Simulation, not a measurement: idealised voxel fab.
The following process module bears the name voxel ribs on slabs.
For reference, the cross-section in this document is cut, with width 155 nm and square cells of 5 nm.
Cross-section format: a grid of square cells, given as bands from top to bottom; each band is one or more rows of cells.
What a band's entry tells you: where the top is and where the bottom is, as heights in nm, and after that what lies inside, material by material from left to right, each with its width in nm. Empty space is written as the word "empty", and a single material marked with the word "throughout" occupies the band from edge to edge.
Height datum 0, below which the as-received substrate wafer is one material. Lowest band open at the bottom, running downward: "0 and below".
With a width like "30..40", each row of cells in the band differs from the next by the same amount, the top row carrying the first number and the bottom row the second.
You'll sometimes find "no modifications" written for a step, and that's the way of saying that nowhere in the cross-section did a cell change during that step.
Entry "Sealed void listing". Content: empty spaces with no open connection to the top, size 8 cells or greater. Each: width x height at distance. Distance: from left edge. Unit: nm.
Note: text after step settings on the step line = simulator remark on that step.
"overlay nm", when on a step's line for a step with a mask, measures how far to the right of its planned place the mask lay; a negative measure means to the left.
# The process steps that were planned are listed below
1 RECEIVE: material Si
2 DIRECTIONAL_DEP: material SiO2, thk nm 20
3 DIRECTIONAL_DEP: material polySi, thk nm 25
4 MASKED_ETCH: tone cover, mask id RIB, width nm 30, etch materials polySi, depth nm 20, overlay nm 0
5 DIRECTIONAL_DEP: material aC, thk nm 15
6 PATTERN: tone cover, mask id SLAB, material resist, width nm 60, thk nm 35, overlay nm 0
7 DIRECTIONAL_ETCH: etch materials aC, depth nm 15
8 STRIP: etch materials resist
9 DIRECTIONAL_ETCH: etch materials polySi, depth nm 5
10 STRIP: etch materials aC
11 FILL_DEP: material SiO2, thk nm 20
12 CMP: height nm 60
13 DIRECTIONAL_DEP: material W, thk nm 10
14 PATTERN: tone cover, mask id HEATER, material resist, width nm 40, thk nm 15, overlay nm 0
15 DIRECTIONAL_ETCH: etch materials W, depth nm 10
16 STRIP: etch materials resist
17 CONFORMAL_DEP: material SiO2, thk nm 10
# Cross-section, incoming material, after step 1
    0 and below | Si throughout
    Sealed void listing: none
# End-of-module cross-section of the first of two wafers, processed as planned
    80 down to 70 | 45 nm empty  60 nm SiO2  50 nm empty
    70 down to 60 | 55 nm SiO2  40 nm W  60 nm SiO2
    60 down to 45 | SiO2 throughout
    45 down to 25 | 60 nm SiO2  30 nm polySi  65 nm SiO2
    25 down to 20 | 45 nm SiO2  60 nm polySi  50 nm SiO2
    20 down to 0 | SiO2 throughout
    0 and below | Si throughout
    Sealed void listing: none
# Wafer two cross-section, module end. Start and plan unchanged from wafer one; one mistake made during the run
    80 down to 70 | 45 nm empty  60 nm SiO2  50 nm empty
    70 down to 60 | 55 nm SiO2  40 nm W  60 nm SiO2
    60 down to 40 | SiO2 throughout
    40 down to 25 | 60 nm SiO2  30 nm polySi  65 nm SiO2
    25 down to 20 | 45 nm polySi  15 nm SiO2  30 nm polySi  15 nm SiO2  50 nm polySi
    20 down to 0 | SiO2 throughout
    0 and below | Si throughout
    Sealed void listing: none
In executing the process, a mistake was made relative to the plan: off-plan run, step 6, actual operation and settings PATTERN: tone open, mask id SLAB, material resist, width nm 60, thk nm 35, overlay nm 0
In the final state, the cell counts of the second wafer exceed or fall short of those of the first for the following materials: 7 fewer of SiO2, 7 more of polySi
